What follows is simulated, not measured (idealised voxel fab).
process module | voxel ribs on slabs
cross-section cut | 260 nm wide | cells 5 nm
A cross-section is a grid of square cells, given in bands from the top down. A band is one or more rows of cells.
Each band's line starts with the height of the band's top and of its bottom, in nm. Then come its materials from left to right, each with its width in nm. One material with "throughout" fills the band from edge to edge. "air" is empty space.
Height 0 is the level under which the wafer as received is all one material. The lowest band goes on downwards, as in "0 down".
A width such as "30 to 40" changes by the same amount from each row of cells to the next, from the band's top row to its bottom row.
"no change" after a step means that no cell of the cross-section changed.
closed voids: empty space of 8 cells or more with no open way to the top, each as width x height at its distance from the left edge, in nm
after a step's settings: what the simulator itself notes on the step
overlay nm, on a step with a mask: how far to the right of its planned place the mask lay; to the left if negative
plan
1 op RECEIVE | material Si
2 op DIRECTIONAL_DEP | material SiO2 | thk nm 30
3 op DIRECTIONAL_DEP | material SiN | thk nm 15
4 op PATTERN | tone cover | mask id RIB | material resist | width nm 25 | thk nm 15 | overlay nm 0
5 op DIRECTIONAL_ETCH | etch materials SiN | depth nm 5
6 op STRIP | etch materials resist
7 op MASKED_ETCH | tone cover | mask id SLAB | width nm 55 | etch materials SiN | depth nm 10 | overlay nm 0
8 op FILL_DEP | material SiO2 | thk nm 25
9 op CMP | height nm 65
10 op DIRECTIONAL_DEP | material TiN | thk nm 5
11 op MASKED_ETCH | tone cover | mask id HEATER | width nm 35 | etch materials TiN | depth nm 5 | overlay nm 0
12 op CONFORMAL_DEP | material SiO2 | thk nm 5
first wafer, as planned
as received, after step 1
  0 down: Si throughout
  closed voids: none
after step 2
  30 to 0: SiO2 throughout
  below 0: unchanged
after step 3
  45 to 30: SiN throughout
  below 30: unchanged
after step 4
  60 to 45: air 115 | resist 25 | air 120
  below 45: unchanged
after step 5
  60 to 45: air 115 | resist 25 | air 120
  45 to 40: air 115 | SiN 25 | air 120
  below 40: unchanged
after step 6
  45 to 40: air 115 | SiN 25 | air 120
  below 40: unchanged
after step 7
  45 to 40: air 115 | SiN 25 | air 120
  40 to 30: air 100 | SiN 55 | air 105
  below 30: unchanged
after step 8
  70 to 45: SiO2 throughout
  45 to 40: SiO2 115 | SiN 25 | SiO2 120
  40 to 30: SiO2 100 | SiN 55 | SiO2 105
  below 30: unchanged
after step 9
  65 to 45: SiO2 throughout
  below 45: unchanged
after step 10
  70 to 65: TiN throughout
  below 65: unchanged
after step 11
  70 to 65: air 110 | TiN 35 | air 115
  below 65: unchanged
after step 12
  75 to 70: air 105 | SiO2 45 | air 110
  70 to 65: SiO2 110 | TiN 35 | SiO2 115
  below 65: unchanged
second wafer: like start, like plan, one mistake. Through step 2 it matches the first wafer
when step 3 should have ended
  50 to 30: SiN throughout
  below 30: unchanged
when step 4 should have ended
  65 to 50: air 115 | resist 25 | air 120
  below 50: unchanged
when step 5 should have ended
  65 to 50: air 115 | resist 25 | air 120
  50 to 45: air 115 | SiN 25 | air 120
  below 45: unchanged
when step 6 should have ended
  50 to 45: air 115 | SiN 25 | air 120
  below 45: unchanged
when step 7 should have ended
  50 to 45: air 115 | SiN 25 | air 120
  45 to 35: air 100 | SiN 55 | air 105
  below 35: unchanged
when step 8 should have ended
  75 to 50: SiO2 throughout
  50 to 45: SiO2 115 | SiN 25 | SiO2 120
  45 to 35: SiO2 100 | SiN 55 | SiO2 105
  below 35: unchanged
when step 9 should have ended
  65 to 50: SiO2 throughout
  below 50: unchanged
when step 10 should have ended
  70 to 65: TiN throughout
  below 65: unchanged
when step 11 should have ended
  70 to 65: air 110 | TiN 35 | air 115
  below 65: unchanged
when step 12 should have ended
  75 to 70: air 105 | SiO2 45 | air 110
  70 to 65: SiO2 110 | TiN 35 | SiO2 115
  below 65: unchanged
what went wrong: step 3 ran as: op DIRECTIONAL_DEP | material SiN | thk nm 20
at the end the second wafer has, in cells: 52 more of SiN | 52 fewer of SiO2
